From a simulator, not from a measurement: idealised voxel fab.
Module name: voxel released beams (process module)
The cross-section on display is named cut; it measures 245 nm wide, and its cells are 5 nm squares.
Square cells in a grid make up a cross-section in this document, and the grid is given as bands, listed from the top down, each one or more rows of cells. Read a band's entry like this: the first values are the height of its top and the height of its bottom in nm, and what follows is the sequence of materials from left to right, each with its width in nm. Note that "air" is empty space, and that a single material marked "everywhere" reaches across the band from edge to edge. Heights are reckoned from 0. Under this level, the received wafer is all of one material. The bottommost band is open-ended downward, for example "top 0, no bottom". The width entry "30..40" should be interpreted row by row: the top row of cells in the band takes the first number, the bottom row takes the second number, and the change between adjacent rows is uniform throughout. You'll sometimes find "all unchanged" written for a step, and that's the way of saying that nowhere in the cross-section did a cell change during that step. Look at "Closed void inventory" for the closed voids: empty spaces with no open path to the top, sized 8 cells or up. Each is width x height at distance, distance from the left edge, all nm. It should be noted that, on the line of a given step, the content following the step's settings is a remark produced by the simulator itself with respect to that step. Steps that use a mask can have "overlay nm" on their line. It says how far the mask sat to the right of where it was meant to be. Negative means to the left.

**Planned process steps**
1 RECEIVE,material Si
2 CONFORMAL_DEP,material SiN,thk nm 10
3 DIRECTIONAL_DEP,material SiO2,thk nm 15
4 PATTERN,tone open,mask id ANCHOR,material resist,width nm 45,thk nm 15,overlay nm 0
5 DIRECTIONAL_ETCH,etch materials SiO2,depth nm 15
6 STRIP,etch materials resist
7 CONFORMAL_DEP,material TiN,thk nm 15
8 PATTERN,tone cover,mask id BEAM,material resist,width nm 95,thk nm 15,overlay nm 0
9 DIRECTIONAL_ETCH,etch materials TiN,depth nm 15
10 STRIP,etch materials resist
11 STRIP,etch materials SiO2

**Cross-section of the incoming wafer, state after step 1**
    top 0, no bottom  Si everywhere
    Closed void inventory: none

**The cross-section shown corresponds to the wafer at the conclusion of the module. The initial structure and the process plan are those presented above; however, one mistake occurred in executing the plan**
    top 40, bottom 25  air=70 / TiN=65 / air=110
    top 25, bottom 10  air=60 / TiN=15 / SiO2=45 / TiN=45 / air=80
    top 10, bottom 0  SiN everywhere
    top 0, no bottom  Si everywhere
    Closed void inventory: none
Want to know what went wrong? step 4 ran as: PATTERN,tone cover,mask id ANCHOR,material resist,width nm 45,thk nm 15,overlay nm 0
